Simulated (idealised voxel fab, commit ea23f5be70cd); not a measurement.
process module | voxel capacitor over wiring
cross-section cut | 300 nm wide | cells 5 nm
A cross-section is a grid of square cells, given in bands from the top down. A band is one or more rows of cells.
Each band's line starts with the height of the band's top and of its bottom, in nm. Then come its materials from left to right, each with its width in nm. One material with "throughout" fills the band from edge to edge. "air" is empty space.
Height 0 is the level under which the wafer as received is all one material. The lowest band goes on downwards, as in "0 down".
A width such as "30 to 40" changes by the same amount from each row of cells to the next, from the band's top row to its bottom row.
"no change" after a step means that no cell of the cross-section changed.
closed voids: empty space of 8 cells or more with no open way to the top, each as width x height at its distance from the left edge, in nm
after a step's settings: what the simulator itself notes on the step
overlay nm, on a step with a mask: how far to the right of its planned place the mask lay; to the left if negative
plan
1 op RECEIVE | material Si
2 op CONFORMAL_DEP | material SiO2 | thk nm 10
3 op CONFORMAL_DEP | material SiN | thk nm 5
4 op DIRECTIONAL_DEP | material SiO2 | thk nm 15
5 op PATTERN | tone open | mask id METAL_1 | material resist | width nm 25 | pitch nm 90 | thk nm 20 | overlay nm 0
6 op DIRECTIONAL_ETCH | etch materials SiO2 | depth nm 15
7 op DIRECTIONAL_ETCH | etch materials SiN | depth nm 5
8 op STRIP | etch materials resist
9 op CONFORMAL_DEP | material TiN | thk nm 5
10 op FILL_DEP | material Cu | thk nm 5
11 op CMP | height nm 30
12 op CONFORMAL_DEP | material SiCN | thk nm 5
13 op DIRECTIONAL_DEP | material lowk | thk nm 10
14 op MASKED_ETCH | tone open | mask id PLUG_1 | width nm 15 | etch materials lowk | depth nm 10 | overlay nm 0
15 op MASKED_ETCH | tone open | mask id PLUG_1 | width nm 15 | etch materials SiCN | depth nm 5 | overlay nm 0
16 op EPI | material Ru | thk nm 10
17 op EPI | material Ru | thk nm 5
18 op DIRECTIONAL_DEP | material TiN | thk nm 5
19 op DIRECTIONAL_DEP | material HfO2 | thk nm 5
20 op DIRECTIONAL_DEP | material TiN | thk nm 5
21 op PATTERN | tone cover | mask id UPPER_PLATE | material resist | width nm 70 | thk nm 15 | overlay nm 0
22 op DIRECTIONAL_ETCH | etch materials TiN | depth nm 5
23 op DIRECTIONAL_ETCH | etch materials HfO2 | depth nm 5
24 op STRIP | etch materials resist
25 op MASKED_ETCH | tone cover | mask id LOWER_PLATE | width nm 80 | etch materials TiN | depth nm 5 | overlay nm 0
26 op FILL_DEP | material SiO2 | thk nm 20
27 op CMP | height nm 75
28 op MASKED_ETCH | tone open | mask id PLUG_2 | width nm 15 | etch materials SiO2 | depth nm 15 | overlay nm 0
29 op CONFORMAL_DEP | material TiN | thk nm 5
30 op FILL_DEP | material Cu | thk nm 5
31 op CMP | height nm 75
32 op CONFORMAL_DEP | material SiN | thk nm 5
first wafer, as planned
as received, after step 1
  0 down: Si throughout
  closed voids: none
after step 2
  10 to 0: SiO2 throughout
  below 0: unchanged
after step 3
  15 to 10: SiN throughout
  below 10: unchanged
after step 4
  30 to 15: SiO2 throughout
  below 15: unchanged
after step 5
  50 to 30: resist 90 | air 25 | resist 65 | air 25 | resist 95
  below 30: unchanged
after step 6
  50 to 30: resist 90 | air 25 | resist 65 | air 25 | resist 95
  30 to 15: SiO2 90 | air 25 | SiO2 65 | air 25 | SiO2 95
  below 15: unchanged
after step 7
  50 to 30: resist 90 | air 25 | resist 65 | air 25 | resist 95
  30 to 15: SiO2 90 | air 25 | SiO2 65 | air 25 | SiO2 95
  15 to 10: SiN 90 | air 25 | SiN 65 | air 25 | SiN 95
  below 10: unchanged
after step 8
  30 to 15: SiO2 90 | air 25 | SiO2 65 | air 25 | SiO2 95
  below 15: unchanged
after step 9
  35 to 30: TiN 95 | air 15 | TiN 75 | air 15 | TiN 100
  30 to 15: SiO2 90 | TiN 5 | air 15 | TiN 5 | SiO2 65 | TiN 5 | air 15 | TiN 5 | SiO2 95
  15 to 10: SiN 90 | TiN 25 | SiN 65 | TiN 25 | SiN 95
  below 10: unchanged
after step 10
  40 to 35: Cu throughout
  35 to 30: TiN 95 | Cu 15 | TiN 75 | Cu 15 | TiN 100
  30 to 15: SiO2 90 | TiN 5 | Cu 15 | TiN 5 | SiO2 65 | TiN 5 | Cu 15 | TiN 5 | SiO2 95
  below 15: unchanged
after step 11
  30 to 15: SiO2 90 | TiN 5 | Cu 15 | TiN 5 | SiO2 65 | TiN 5 | Cu 15 | TiN 5 | SiO2 95
  below 15: unchanged
after step 12
  35 to 30: SiCN throughout
  below 30: unchanged
after step 13
  45 to 35: lowk throughout
  below 35: unchanged
after step 14
  45 to 35: lowk 100 | air 15 | lowk 185
  below 35: unchanged
after step 15
  45 to 35: lowk 100 | air 15 | lowk 185
  35 to 30: SiCN 100 | air 15 | SiCN 185
  below 30: unchanged
after step 16
  45 to 40: lowk 100 | air 15 | lowk 185
  40 to 35: lowk 100 | Ru 15 | lowk 185
  35 to 30: SiCN 100 | Ru 15 | SiCN 185
  below 30: unchanged
after step 17
  45 to 35: lowk 100 | Ru 15 | lowk 185
  below 35: unchanged
after step 18
  50 to 45: TiN throughout
  below 45: unchanged
after step 19
  55 to 50: HfO2 throughout
  below 50: unchanged
after step 20
  60 to 55: TiN throughout
  below 55: unchanged
after step 21
  75 to 60: air 100 | resist 70 | air 130
  below 60: unchanged
after step 22
  75 to 60: air 100 | resist 70 | air 130
  60 to 55: air 100 | TiN 70 | air 130
  below 55: unchanged
after step 23
  75 to 60: air 100 | resist 70 | air 130
  60 to 55: air 100 | TiN 70 | air 130
  55 to 50: air 100 | HfO2 70 | air 130
  below 50: unchanged
after step 24
  60 to 55: air 100 | TiN 70 | air 130
  below 55: unchanged
after step 25
  60 to 55: air 100 | TiN 70 | air 130
  55 to 50: air 100 | HfO2 70 | air 130
  50 to 45: air 95 | TiN 80 | air 125
  below 45: unchanged
after step 26
  80 to 60: SiO2 throughout
  60 to 55: SiO2 100 | TiN 70 | SiO2 130
  55 to 50: SiO2 100 | HfO2 70 | SiO2 130
  50 to 45: SiO2 95 | TiN 80 | SiO2 125
  below 45: unchanged
after step 27
  75 to 60: SiO2 throughout
  below 60: unchanged
after step 28
  75 to 60: SiO2 110 | air 15 | SiO2 175
  below 60: unchanged
after step 29
  80 to 75: TiN 115 | air 5 | TiN 180
  75 to 65: SiO2 110 | TiN 5 | air 5 | TiN 5 | SiO2 175
  65 to 55: SiO2 110 to 100 | TiN 15 to 70 | SiO2 175 to 130
  below 55: unchanged
after step 30
  85 to 80: Cu throughout
  80 to 75: TiN 115 | Cu 5 | TiN 180
  75 to 65: SiO2 110 | TiN 5 | Cu 5 | TiN 5 | SiO2 175
  below 65: unchanged
after step 31
  75 to 65: SiO2 110 | TiN 5 | Cu 5 | TiN 5 | SiO2 175
  below 65: unchanged
after step 32
  80 to 75: SiN throughout
  below 75: unchanged
second wafer: like start, like plan, one mistake. Through step 24 it matches the first wafer
when step 25 should have ended
  60 to 55: air 100 | TiN 70 | air 130
  55 to 50: air 100 | HfO2 70 | air 130
  50 to 45: air 95 | TiN 85 | air 120
  below 45: unchanged
when step 26 should have ended
  80 to 60: SiO2 throughout
  60 to 55: SiO2 100 | TiN 70 | SiO2 130
  55 to 50: SiO2 100 | HfO2 70 | SiO2 130
  50 to 45: SiO2 95 | TiN 85 | SiO2 120
  below 45: unchanged
when step 27 should have ended
  75 to 60: SiO2 throughout
  below 60: unchanged
when step 28 should have ended
  75 to 60: SiO2 110 | air 15 | SiO2 175
  below 60: unchanged
when step 29 should have ended
  80 to 75: TiN 115 | air 5 | TiN 180
  75 to 65: SiO2 110 | TiN 5 | air 5 | TiN 5 | SiO2 175
  65 to 55: SiO2 110 to 100 | TiN 15 to 70 | SiO2 175 to 130
  below 55: unchanged
when step 30 should have ended
  85 to 80: Cu throughout
  80 to 75: TiN 115 | Cu 5 | TiN 180
  75 to 65: SiO2 110 | TiN 5 | Cu 5 | TiN 5 | SiO2 175
  below 65: unchanged
when step 31 should have ended
  75 to 65: SiO2 110 | TiN 5 | Cu 5 | TiN 5 | SiO2 175
  below 65: unchanged
when step 32 should have ended
  80 to 75: SiN throughout
  below 75: unchanged
what went wrong: step 25 ran as: op MASKED_ETCH | tone cover | mask id LOWER_PLATE | width nm 85 | etch materials TiN | depth nm 5 | overlay nm 0
at the end the second wafer has, in cells: 1 fewer of SiO2 | 1 more of TiN
